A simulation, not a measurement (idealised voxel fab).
This is a process module. Its name is voxel self aligned vias.
This is section cut - it's 280 nm across, gridded in 5 nm square cells.
If you're reading a cross-section in this doc, picture square cells in a grid; it comes to you as bands, top ones listed first down to the bottom, and a band can be one or more rows of cells.
Band: top height; bottom height; in nm. Then, left to right: material with width in nm, for each material. "full width": a single material spanning edge to edge. "blank": empty space.
Heights from 0 (as-received wafer is one material below). Bottom band endless downward, as "0..down".
You'd read "30->40" like this: the band's top row of cells is as wide as the first number, its bottom row is as wide as the second, and going down, every row changes width by the same amount as the row before did.
A step reported as "no modification" is a step in which no cell of the cross-section changed.
In "Enclosed void inventory" the enclosed voids are listed, meaning empty spaces of 8 cells or larger without any opening to the top. The form is width x height at distance, distance from the left edge, units nm.
Post-settings text on a step line: simulator's own remark regarding the step.
"overlay nm" answers the question of how far to the right of plan the mask lay on a step that has a mask, and when it is negative the answer is to the left.

## Planned process steps
| 1 | RECEIVE | material Si |
| 2 | CONFORMAL_DEP | material SiO2 | thk nm 10 |
| 3 | CONFORMAL_DEP | material SiCN | thk nm 5 |
| 4 | DIRECTIONAL_DEP | material SiO2 | thk nm 25 |
| 5 | PATTERN | tone open | mask id LINES | material resist | width nm 25 | pitch nm 60 | thk nm 20 | overlay nm 0 |
| 6 | DIRECTIONAL_ETCH | etch materials SiO2 | depth nm 25 |
| 7 | STRIP | etch materials resist |
| 8 | CONFORMAL_DEP | material TiN | thk nm 5 |
| 9 | FILL_DEP | material Ru | thk nm 10 |
| 10 | CMP | height nm 40 |
| 11 | SELECTIVE_ETCH | etch materials W Ru TiN | depth nm 10 |
| 12 | FILL_DEP | material SiN | thk nm 5 |
| 13 | CMP | height nm 40 |
| 14 | DIRECTIONAL_DEP | material SiO2 | thk nm 20 |
| 15 | MASKED_ETCH | tone open | mask id VIAS | width nm 35 | pitch nm 60 | etch materials SiO2 | depth nm 20 | overlay nm 0 |
| 16 | MASKED_ETCH | tone open | mask id VIAS | width nm 35 | pitch nm 60 | etch materials SiN | depth nm 10 | overlay nm 0 |
| 17 | CONFORMAL_DEP | material TiN | thk nm 5 |
| 18 | FILL_DEP | material Ru | thk nm 5 |
| 19 | CMP | height nm 60 |
| 20 | CONFORMAL_DEP | material SiCN | thk nm 5 |

## So this is the incoming wafer in cross-section - it's already been through step 1
0..down: Si full width
Enclosed void inventory: none

## End state of the module in cross-section, given the above starting point and plan and one mistake in execution
65..60: SiCN full width
60..40: SiO2=90 | TiN=5 | SiO2=25 | TiN=5 | SiO2=25 | TiN=5 | SiO2=25 | TiN=5 | SiO2=95
40..30: SiO2=95 | SiN=25 | SiO2=35 | SiN=25 | SiO2=100
30..20: SiO2=95 | TiN=5 | Ru=15 | TiN=5 | SiO2=35 | TiN=5 | Ru=15 | TiN=5 | SiO2=100
20..15: SiO2=95 | TiN=25 | SiO2=35 | TiN=25 | SiO2=100
15..10: SiCN full width
10..0: SiO2 full width
0..down: Si full width
Enclosed void inventory: none
Processing error: order of steps 14 and 15 inverted relative to the plan
